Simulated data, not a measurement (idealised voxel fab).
The process module presented herein is designated voxel released beams.
Square cell edge 5 nm, section width 220 nm, ID cut.
Bands, listed from the top down, are how a cross-section gets written in this document; the cross-section itself is a grid of square cells, and a band is one or more rows of them.
Top height, bottom height, nm. Materials left to right, width each, nm. Single material + "everywhere" = fills band edge to edge. "empty" = empty.
Below 0: as-received wafer, all one material; heights counted from there. Lowest band: no bottom, goes on down, written "z 0 and below".
Per-row width for "30 to 40": begins at first number (top row of band), ends at second number (bottom row), increment between rows held constant.
Where a step carries "no alteration", the cross-section came out of it unchanged, cell for cell.
This entry, "Sealed void listing", enumerates those empty regions of no fewer than 8 cells that possess no open connection to the top. Each region is reported in the form width x height at distance, the distance being taken from the left edge, with all three quantities expressed in nm.
What comes after the settings on a step's line is commentary from the simulator itself on that step.
overlay nm: mask offset rightward from planned place, masked step; negative means leftward offset.
[So here's the lineup of process steps we planned]
1 RECEIVE [material Si]
2 CONFORMAL_DEP [material Al2O3] [thk nm 5]
3 DIRECTIONAL_DEP [material SiO2] [thk nm 10]
4 DIRECTIONAL_DEP [material aC] [thk nm 15]
5 PATTERN [tone open] [mask id ANCHOR] [material resist] [width nm 35] [thk nm 35] [overlay nm 0]
6 DIRECTIONAL_ETCH [etch materials aC] [depth nm 15]
7 STRIP [etch materials resist]
8 DIRECTIONAL_ETCH [etch materials SiO2] [depth nm 10]
9 STRIP [etch materials aC]
10 CONFORMAL_DEP [material polySi] [thk nm 10]
11 DIRECTIONAL_DEP [material aC] [thk nm 15]
12 PATTERN [tone cover] [mask id BEAM] [material resist] [width nm 85] [thk nm 30] [overlay nm 0]
13 DIRECTIONAL_ETCH [etch materials aC] [depth nm 15]
14 STRIP [etch materials resist]
15 DIRECTIONAL_ETCH [etch materials polySi] [depth nm 10]
16 STRIP [etch materials aC]
17 STRIP [etch materials SiO2]
[What follows covers the first of two wafers; it ran as planned]
[The cross-section here shows the wafer as received, i.e. in its state after step 1]
> z 0 and below | Si everywhere
> Sealed void listing: none
[So this is the wafer cross-section right after step 2]
> z 5 to 0 | Al2O3 everywhere
> Everything under 0 stays put, no change at all.
[So this is the wafer cross-section right after step 3]
> z 15 to 5 | SiO2 everywhere
> Everything under 5 stays put, no change at all.
[So this is the wafer cross-section right after step 4]
> z 30 to 15 | aC everywhere
> Everything under 15 stays put, no change at all.
[So this is the wafer cross-section right after step 5]
> z 65 to 30 | 70 of resist, then 35 of empty, then 115 of resist
> Everything under 30 stays put, no change at all.
[So this is the wafer cross-section right after step 6]
> z 50 to 30 | 70 of resist, then 35 of empty, then 115 of resist
> z 30 to 15 | 70 of aC, then 35 of empty, then 115 of aC
> Everything under 15 stays put, no change at all.
[So this is the wafer cross-section right after step 7]
> z 30 to 15 | 70 of aC, then 35 of empty, then 115 of aC
> Everything under 15 stays put, no change at all.
[So this is the wafer cross-section right after step 8]
> z 30 to 15 | 70 of aC, then 35 of empty, then 115 of aC
> z 15 to 5 | 70 of SiO2, then 35 of empty, then 115 of SiO2
> Everything under 5 stays put, no change at all.
[So this is the wafer cross-section right after step 9]
> z 15 to 5 | 70 of SiO2, then 35 of empty, then 115 of SiO2
> Everything under 5 stays put, no change at all.
[So this is the wafer cross-section right after step 10]
> z 25 to 15 | 80 of polySi, then 15 of empty, then 125 of polySi
> z 15 to 5 | 70 of SiO2, then 35 of polySi, then 115 of SiO2
> Everything under 5 stays put, no change at all.
[So this is the wafer cross-section right after step 11]
> z 40 to 30 | 80 of aC, then 15 of empty, then 125 of aC
> z 30 to 25 | aC everywhere
> z 25 to 15 | 80 of polySi, then 15 of aC, then 125 of polySi
> Everything under 15 stays put, no change at all.
[So this is the wafer cross-section right after step 12]
> z 70 to 40 | 65 of empty, then 85 of resist, then 70 of empty
> z 40 to 30 | 80 of aC, then 15 of resist, then 125 of aC
> Everything under 30 stays put, no change at all.
[So this is the wafer cross-section right after step 13]
> z 55 to 40 | 65 of empty, then 85 of resist, then 70 of empty
> z 40 to 30 | 65 of empty, then 15 of aC, then 15 of resist, then 55 of aC, then 70 of empty
> z 30 to 25 | 65 of empty, then 85 of aC, then 70 of empty
> Everything under 25 stays put, no change at all.
[So this is the wafer cross-section right after step 14]
> z 40 to 30 | 65 of empty, then 15 of aC, then 15 of empty, then 55 of aC, then 70 of empty
> Everything under 30 stays put, no change at all.
[So this is the wafer cross-section right after step 15]
> z 40 to 30 | 65 of empty, then 15 of aC, then 15 of empty, then 55 of aC, then 70 of empty
> z 30 to 25 | 65 of empty, then 85 of aC, then 70 of empty
> z 25 to 15 | 65 of empty, then 15 of polySi, then 15 of aC, then 55 of polySi, then 70 of empty
> Everything under 15 stays put, no change at all.
[So this is the wafer cross-section right after step 16]
> z 25 to 15 | 65 of empty, then 15 of polySi, then 15 of empty, then 55 of polySi, then 70 of empty
> Everything under 15 stays put, no change at all.
[So this is the wafer cross-section right after step 17]
> z 25 to 15 | 65 of empty, then 15 of polySi, then 15 of empty, then 55 of polySi, then 70 of empty
> z 15 to 5 | 70 of empty, then 35 of polySi, then 115 of empty
> Everything under 5 stays put, no change at all.
[Wafer two. Identical start, identical plan. One mistake in execution. Identical history through step 2]
[Second wafer at the planned finish of step 3, seen in cross-section]
> z 15 to 5 | polySi everywhere
> Everything under 5 stays put, no change at all.
[Second wafer at the planned finish of step 4, seen in cross-section]
> z 30 to 15 | aC everywhere
> Everything under 15 stays put, no change at all.
[Second wafer at the planned finish of step 5, seen in cross-section]
> z 65 to 30 | 70 of resist, then 35 of empty, then 115 of resist
> Everything under 30 stays put, no change at all.
[Second wafer at the planned finish of step 6, seen in cross-section]
> z 50 to 30 | 70 of resist, then 35 of empty, then 115 of resist
> z 30 to 15 | 70 of aC, then 35 of empty, then 115 of aC
> Everything under 15 stays put, no change at all.
[Second wafer at the planned finish of step 7, seen in cross-section]
> z 30 to 15 | 70 of aC, then 35 of empty, then 115 of aC
> Everything under 15 stays put, no change at all.
Second wafer at the planned finish of step 8, seen in cross-section: no alteration
[Second wafer at the planned finish of step 9, seen in cross-section]
> z 15 to 5 | polySi everywhere
> Everything under 5 stays put, no change at all.
[Second wafer at the planned finish of step 10, seen in cross-section]
> z 25 to 5 | polySi everywhere
> Everything under 5 stays put, no change at all.
[Second wafer at the planned finish of step 11, seen in cross-section]
> z 40 to 25 | aC everywhere
> Everything under 25 stays put, no change at all.
[Second wafer at the planned finish of step 12, seen in cross-section]
> z 70 to 40 | 65 of empty, then 85 of resist, then 70 of empty
> Everything under 40 stays put, no change at all.
[Second wafer at the planned finish of step 13, seen in cross-section]
> z 55 to 40 | 65 of empty, then 85 of resist, then 70 of empty
> z 40 to 25 | 65 of empty, then 85 of aC, then 70 of empty
> Everything under 25 stays put, no change at all.
[Second wafer at the planned finish of step 14, seen in cross-section]
> z 40 to 25 | 65 of empty, then 85 of aC, then 70 of empty
> Everything under 25 stays put, no change at all.
[Second wafer at the planned finish of step 15, seen in cross-section]
> z 40 to 25 | 65 of empty, then 85 of aC, then 70 of empty
> z 25 to 15 | 65 of empty, then 85 of polySi, then 70 of empty
> Everything under 15 stays put, no change at all.
[Second wafer at the planned finish of step 16, seen in cross-section]
> z 25 to 15 | 65 of empty, then 85 of polySi, then 70 of empty
> Everything under 15 stays put, no change at all.
Second wafer at the planned finish of step 17, seen in cross-section: no alteration
Misprocessing identified: step 3 off recipe, ran as DIRECTIONAL_DEP [material polySi] [thk nm 10]
Heads up, by the end the second wafer has more or fewer cells of some materials compared to the first: 80 more of polySi
